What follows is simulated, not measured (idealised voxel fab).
Documented hereafter: the process module known as voxel capacitor over wiring.
Each square cell in cross-section cut measures 5 nm, and the section as a whole is 290 nm wide.
When this document writes out a cross-section, it uses a grid of square cells and lists it as bands, beginning at the top and moving down, with a band standing for one or more rows of cells. Each band's line starts with the height of the band's top and of its bottom, in nm. Then come its materials from left to right, each with its width in nm. One material with "edge to edge" fills the band from edge to edge. "blank" is empty space. Note: height 0 marks the level under which the wafer is uniformly one material as received. Lowest band unbounded below, written "from 0 down". Width "30..40": first value at the band's top row of cells, second value at its bottom row, equal change from row to row. The designation "remains unaltered", where it is given for a processing step, indicates that no cell of the cross-section was altered in the course of that step. If an empty space has no open way to the top and is at least 8 cells in size, "Sealed internal cavities" lists it, written width x height at distance, where distance is measured from the left edge and every value is in nm. What comes after the settings on a step's line is commentary from the simulator itself on that step. You can add "overlay nm" to a step's line. For a step with a mask, it describes how far the mask lay to the right of its planned position, and a negative number describes a lay to the left.
-- Intended process steps
- 1: RECEIVE,material Si
- 2: CONFORMAL_DEP,material SiO2,thk nm 10
- 3: CONFORMAL_DEP,material SiCN,thk nm 5
- 4: DIRECTIONAL_DEP,material SiO2,thk nm 25
- 5: PATTERN,tone open,mask id METAL_1,material resist,width nm 20,pitch nm 80,thk nm 15,overlay nm 0
- 6: DIRECTIONAL_ETCH,etch materials SiO2,depth nm 25
- 7: DIRECTIONAL_ETCH,etch materials SiCN,depth nm 5
- 8: STRIP,etch materials resist
- 9: CONFORMAL_DEP,material TiN,thk nm 5
- 10: FILL_DEP,material Cu,thk nm 10
- 11: CMP,height nm 40
- 12: CONFORMAL_DEP,material SiCN,thk nm 5
- 13: DIRECTIONAL_DEP,material lowk,thk nm 15
- 14: MASKED_ETCH,tone open,mask id PLUG_1,width nm 15,etch materials lowk,depth nm 15,overlay nm 0
- 15: MASKED_ETCH,tone open,mask id PLUG_1,width nm 15,etch materials SiCN,depth nm 5,overlay nm 0
- 16: CONFORMAL_DEP,material TiN,thk nm 5
- 17: FILL_DEP,material Cu,thk nm 10
- 18: CMP,height nm 60
- 19: DIRECTIONAL_DEP,material TiN,thk nm 10
- 20: DIRECTIONAL_DEP,material Al2O3,thk nm 5
- 21: DIRECTIONAL_DEP,material TiN,thk nm 5
- 22: DIRECTIONAL_DEP,material aC,thk nm 15
- 23: PATTERN,tone cover,mask id UPPER_PLATE,material resist,width nm 65,thk nm 35,overlay nm 0
- 24: DIRECTIONAL_ETCH,etch materials aC,depth nm 15
- 25: STRIP,etch materials resist
- 26: DIRECTIONAL_ETCH,etch materials TiN,depth nm 5
- 27: DIRECTIONAL_ETCH,etch materials Al2O3,depth nm 5
- 28: STRIP,etch materials aC
- 29: PATTERN,tone cover,mask id LOWER_PLATE,material resist,width nm 75,thk nm 20,overlay nm 0
- 30: DIRECTIONAL_ETCH,etch materials TiN,depth nm 10
- 31: STRIP,etch materials resist
- 32: FILL_DEP,material SiO2,thk nm 15
- 33: CMP,height nm 90
- 34: DIRECTIONAL_DEP,material aC,thk nm 10
- 35: PATTERN,tone open,mask id PLUG_2,material resist,width nm 15,thk nm 25,overlay nm 0
- 36: DIRECTIONAL_ETCH,etch materials aC,depth nm 10
- 37: STRIP,etch materials resist
- 38: DIRECTIONAL_ETCH,etch materials SiO2,depth nm 10
- 39: STRIP,etch materials aC
- 40: CONFORMAL_DEP,material TiN,thk nm 5
- 41: FILL_DEP,material Ru,thk nm 5
- 42: CMP,height nm 90
- 43: CONFORMAL_DEP,material SiN,thk nm 5
-- Cross-section, incoming material, after step 1
    from 0 down: Si edge to edge
    Sealed internal cavities: none
-- The cross-section shown corresponds to the wafer at the conclusion of the module. The initial structure and the process plan are those presented above; however, one mistake occurred in executing the plan
    from 95 to 90: SiN edge to edge
    from 90 to 85: 110 of SiO2; 5 of TiN; 5 of Ru; 5 of TiN; 165 of SiO2
    from 85 to 75: 110..105 of SiO2; 15..60 of TiN; 165..125 of SiO2
    from 75 to 70: 100 of SiO2; 65 of Al2O3; 125 of SiO2
    from 70 to 60: 100 of SiO2; 80 of TiN; 110 of SiO2
    from 60 to 45: 100 of lowk; 5 of TiN; 5 of Cu; 5 of TiN; 175 of lowk
    from 45 to 40: 100 of SiCN; 15 of TiN; 175 of SiCN
    from 40 to 15: 95 of SiO2; 5 of TiN; 10 of Cu; 5 of TiN; 60 of SiO2; 5 of TiN; 10 of Cu; 5 of TiN; 95 of SiO2
    from 15 to 10: 95 of SiCN; 20 of TiN; 60 of SiCN; 20 of TiN; 95 of SiCN
    from 10 to 0: SiO2 edge to edge
    from 0 down: Si edge to edge
    Sealed internal cavities: none
Against the plan, the run slipped here: step 29: run off-plan, actual operation and settings PATTERN,tone cover,mask id LOWER_PLATE,material resist,width nm 75,thk nm 20,overlay nm 10
